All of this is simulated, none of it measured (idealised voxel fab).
Name of the process module below: voxel released beams
cross-section cut | 230 nm wide | cells 5 nm
If you're reading a cross-section in this doc, picture square cells in a grid; it comes to you as bands, top ones listed first down to the bottom, and a band can be one or more rows of cells.
Band: top height; bottom height; in nm. Then, left to right: material with width in nm, for each material. "throughout": a single material spanning edge to edge. "air": empty space.
Height reference: 0 = level under which incoming wafer is all one material. Lowest band: no bottom, runs on downward, e.g. "0 nm and below".
Width "30->40": first value at the band's top row of cells, second value at its bottom row, equal change from row to row.
A step reported as "no modification" is a step in which no cell of the cross-section changed.
Closed empty spaces (no open way to the top) of 8 cells or more are what "Closed voids list" lists, each as width x height at distance from the left edge, nm for all three.
Post-settings text on a step line: simulator's own remark regarding the step.
You can add "overlay nm" to a step's line. For a step with a mask, it describes how far the mask lay to the right of its planned position, and a negative number describes a lay to the left.
## List of planned process steps
1,RECEIVE: material Si
2,CONFORMAL_DEP: material Al2O3, thk nm 10
3,DIRECTIONAL_DEP: material SiO2, thk nm 15
4,PATTERN: tone open, mask id ANCHOR, material resist, width nm 35, thk nm 15, overlay nm 0
5,DIRECTIONAL_ETCH: etch materials SiO2, depth nm 15
6,STRIP: etch materials resist
7,CONFORMAL_DEP: material polySi, thk nm 10
8,DIRECTIONAL_DEP: material aC, thk nm 10
9,PATTERN: tone cover, mask id BEAM, material resist, width nm 95, thk nm 25, overlay nm 0
10,DIRECTIONAL_ETCH: etch materials aC, depth nm 10
11,STRIP: etch materials resist
12,DIRECTIONAL_ETCH: etch materials polySi, depth nm 10
13,STRIP: etch materials aC
14,STRIP: etch materials SiO2
## First of two wafers, with the run carried out as planned
## as received, after step 1
    0 nm and below = Si throughout
    Closed voids list: none
## The wafer, seen in cross-section, after step 2
    10 nm to 0 nm = Al2O3 throughout
    Note: structure below 0 unchanged.
## The wafer, seen in cross-section, after step 3
    25 nm to 10 nm = SiO2 throughout
    Note: structure below 10 unchanged.
## The wafer, seen in cross-section, after step 4
    40 nm to 25 nm = resist (70), air (35), resist (125)
    Note: structure below 25 unchanged.
## The wafer, seen in cross-section, after step 5
    40 nm to 25 nm = resist (70), air (35), resist (125)
    25 nm to 10 nm = SiO2 (70), air (35), SiO2 (125)
    Note: structure below 10 unchanged.
## The wafer, seen in cross-section, after step 6
    25 nm to 10 nm = SiO2 (70), air (35), SiO2 (125)
    Note: structure below 10 unchanged.
## The wafer, seen in cross-section, after step 7
    35 nm to 25 nm = polySi (80), air (15), polySi (135)
    25 nm to 20 nm = SiO2 (70), polySi (10), air (15), polySi (10), SiO2 (125)
    20 nm to 10 nm = SiO2 (70), polySi (35), SiO2 (125)
    Note: structure below 10 unchanged.
## The wafer, seen in cross-section, after step 8
    45 nm to 35 nm = aC (80), air (15), aC (135)
    35 nm to 30 nm = polySi (80), air (15), polySi (135)
    30 nm to 25 nm = polySi (80), aC (15), polySi (135)
    25 nm to 20 nm = SiO2 (70), polySi (10), aC (15), polySi (10), SiO2 (125)
    Note: structure below 20 unchanged.
## The wafer, seen in cross-section, after step 9
    70 nm to 45 nm = air (65), resist (95), air (70)
    45 nm to 35 nm = aC (80), resist (15), aC (135)
    35 nm to 30 nm = polySi (80), resist (15), polySi (135)
    Note: structure below 30 unchanged.
## The wafer, seen in cross-section, after step 10
    60 nm to 45 nm = air (65), resist (95), air (70)
    45 nm to 35 nm = air (65), aC (15), resist (15), aC (65), air (70)
    Note: structure below 35 unchanged.
## The wafer, seen in cross-section, after step 11
    45 nm to 35 nm = air (65), aC (15), air (15), aC (65), air (70)
    35 nm to 30 nm = polySi (80), air (15), polySi (135)
    Note: structure below 30 unchanged.
## The wafer, seen in cross-section, after step 12
    45 nm to 35 nm = air (65), aC (15), air (15), aC (65), air (70)
    35 nm to 30 nm = air (65), polySi (15), air (15), polySi (65), air (70)
    30 nm to 25 nm = air (65), polySi (15), aC (15), polySi (65), air (70)
    Note: structure below 25 unchanged.
## The wafer, seen in cross-section, after step 13
    35 nm to 25 nm = air (65), polySi (15), air (15), polySi (65), air (70)
    25 nm to 20 nm = SiO2 (70), polySi (10), air (15), polySi (10), SiO2 (125)
    Note: structure below 20 unchanged.
## The wafer, seen in cross-section, after step 14
    35 nm to 25 nm = air (65), polySi (15), air (15), polySi (65), air (70)
    25 nm to 20 nm = air (70), polySi (10), air (15), polySi (10), air (125)
    20 nm to 10 nm = air (70), polySi (35), air (125)
    Note: structure below 10 unchanged.
## The second wafer was prepared from the same starting point and under the same plan as the first; its processing contained one mistake, and it remains indistinguishable from the first wafer up to and including step 3
## Second wafer, cross-section, planned end of step 4
    40 nm to 25 nm = resist (75), air (25), resist (130)
    Note: structure below 25 unchanged.
## Second wafer, cross-section, planned end of step 5
    40 nm to 25 nm = resist (75), air (25), resist (130)
    25 nm to 10 nm = SiO2 (75), air (25), SiO2 (130)
    Note: structure below 10 unchanged.
## Second wafer, cross-section, planned end of step 6
    25 nm to 10 nm = SiO2 (75), air (25), SiO2 (130)
    Note: structure below 10 unchanged.
## Second wafer, cross-section, planned end of step 7
    35 nm to 25 nm = polySi (85), air (5), polySi (140)
    25 nm to 20 nm = SiO2 (75), polySi (10), air (5), polySi (10), SiO2 (130)
    20 nm to 10 nm = SiO2 (75), polySi (25), SiO2 (130)
    Note: structure below 10 unchanged.
## Second wafer, cross-section, planned end of step 8
    45 nm to 35 nm = aC (85), air (5), aC (140)
    35 nm to 30 nm = polySi (85), air (5), polySi (140)
    30 nm to 25 nm = polySi (85), aC (5), polySi (140)
    25 nm to 20 nm = SiO2 (75), polySi (10), aC (5), polySi (10), SiO2 (130)
    Note: structure below 20 unchanged.
## Second wafer, cross-section, planned end of step 9
    70 nm to 45 nm = air (65), resist (95), air (70)
    45 nm to 35 nm = aC (85), resist (5), aC (140)
    35 nm to 30 nm = polySi (85), resist (5), polySi (140)
    Note: structure below 30 unchanged.
## Second wafer, cross-section, planned end of step 10
    60 nm to 45 nm = air (65), resist (95), air (70)
    45 nm to 35 nm = air (65), aC (20), resist (5), aC (70), air (70)
    Note: structure below 35 unchanged.
## Second wafer, cross-section, planned end of step 11
    45 nm to 35 nm = air (65), aC (20), air (5), aC (70), air (70)
    35 nm to 30 nm = polySi (85), air (5), polySi (140)
    Note: structure below 30 unchanged.
## Second wafer, cross-section, planned end of step 12
    45 nm to 35 nm = air (65), aC (20), air (5), aC (70), air (70)
    35 nm to 30 nm = air (65), polySi (20), air (5), polySi (70), air (70)
    30 nm to 25 nm = air (65), polySi (20), aC (5), polySi (70), air (70)
    Note: structure below 25 unchanged.
## Second wafer, cross-section, planned end of step 13
    35 nm to 25 nm = air (65), polySi (20), air (5), polySi (70), air (70)
    25 nm to 20 nm = SiO2 (75), polySi (10), air (5), polySi (10), SiO2 (130)
    Note: structure below 20 unchanged.
## Second wafer, cross-section, planned end of step 14
    35 nm to 25 nm = air (65), polySi (20), air (5), polySi (70), air (70)
    25 nm to 20 nm = air (75), polySi (10), air (5), polySi (10), air (130)
    20 nm to 10 nm = air (75), polySi (25), air (130)
    Note: structure below 10 unchanged.
Deviation from plan: the process deviated at step 4: the operation and settings actually run there were PATTERN: tone open, mask id ANCHOR, material resist, width nm 25, thk nm 15, overlay nm 0
Both wafers, final: cells per material equal; arrangement not.
